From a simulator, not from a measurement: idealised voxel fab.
Title: Process Module voxel spacer lines
The figure presents cross-section cut, which has a width of 230 nm and is divided into square cells with an edge length of 5 nm.
Think of the cross-section as a grid of square cells. We describe it in bands, top to bottom, and each band covers one or more rows of those cells. Basically the band line says how high the top is and how high the bottom is, in nm, and then what's in it from left to right, every material with its width in nm. Empty space shows up as "air", and if a single material carries "throughout" it runs the full band edge to edge. Basically, 0 is our baseline, since under it the wafer straight out of the box is all one material. The bottom band has no lower end and keeps on going down, so it looks like "0 down". Graded width ("30->40"): value in top row of band = first number; value in bottom row = second number; row-to-row change constant. The designation "nothing changed", where it is given for a processing step, indicates that no cell of the cross-section was altered in the course of that step. Each empty space that has no open way to the top and spans at least 8 cells appears under "Enclosed void list" as width x height at distance, the distance counted from the left edge, all in nm. Where a step's line continues beyond its settings, the continuation is a remark by the simulator itself on that step. Steps that use a mask can have "overlay nm" on their line. It says how far the mask sat to the right of where it was meant to be. Negative means to the left.
### Set out below are the planned steps of the process
1. op RECEIVE | material Si
2. op CONFORMAL_DEP | material Al2O3 | thk nm 5
3. op DIRECTIONAL_DEP | material SiN | thk nm 15
4. op DIRECTIONAL_DEP | material aC | thk nm 25
5. op PATTERN | tone cover | mask id MANDREL | material resist | width nm 25 | pitch nm 80 | thk nm 30 | overlay nm 0
6. op DIRECTIONAL_ETCH | etch materials aC | depth nm 25
7. op STRIP | etch materials resist
8. op CONFORMAL_DEP | material SiO2 | thk nm 15
9. op DIRECTIONAL_ETCH | etch materials SiO2 | depth nm 15
10. op STRIP | etch materials aC
11. op DIRECTIONAL_ETCH | etch materials SiN | depth nm 15
12. op STRIP | etch materials SiO2
### So this is the incoming wafer in cross-section - it's already been through step 1
0 down = Si throughout
Enclosed void list: none
### First of two wafers, end-of-module section, run followed plan
20 to 5 = air 45 | SiN 15 | air 25 | SiN 15 | air 25 | SiN 15 | air 25 | SiN 15 | air 50
5 to 0 = Al2O3 throughout
0 down = Si throughout
Enclosed void list: none
### Cross-section at end of module for the second wafer of two, which matched the first in starting point and plan and differed by one mistake in its processing
45 to 20 = air 45 | SiN 15 | aC 25 | SiN 15 | air 25 | SiN 15 | aC 25 | SiN 15 | air 50
20 to 5 = SiN throughout
5 to 0 = Al2O3 throughout
0 down = Si throughout
Enclosed void list: none
Misprocessing identified: step 8 off recipe, ran as op CONFORMAL_DEP | material SiN | thk nm 15
It is noted that, at the conclusion of processing, the second wafer exhibits a higher or lower cell count for certain materials relative to the first: SiN +162, aC +50
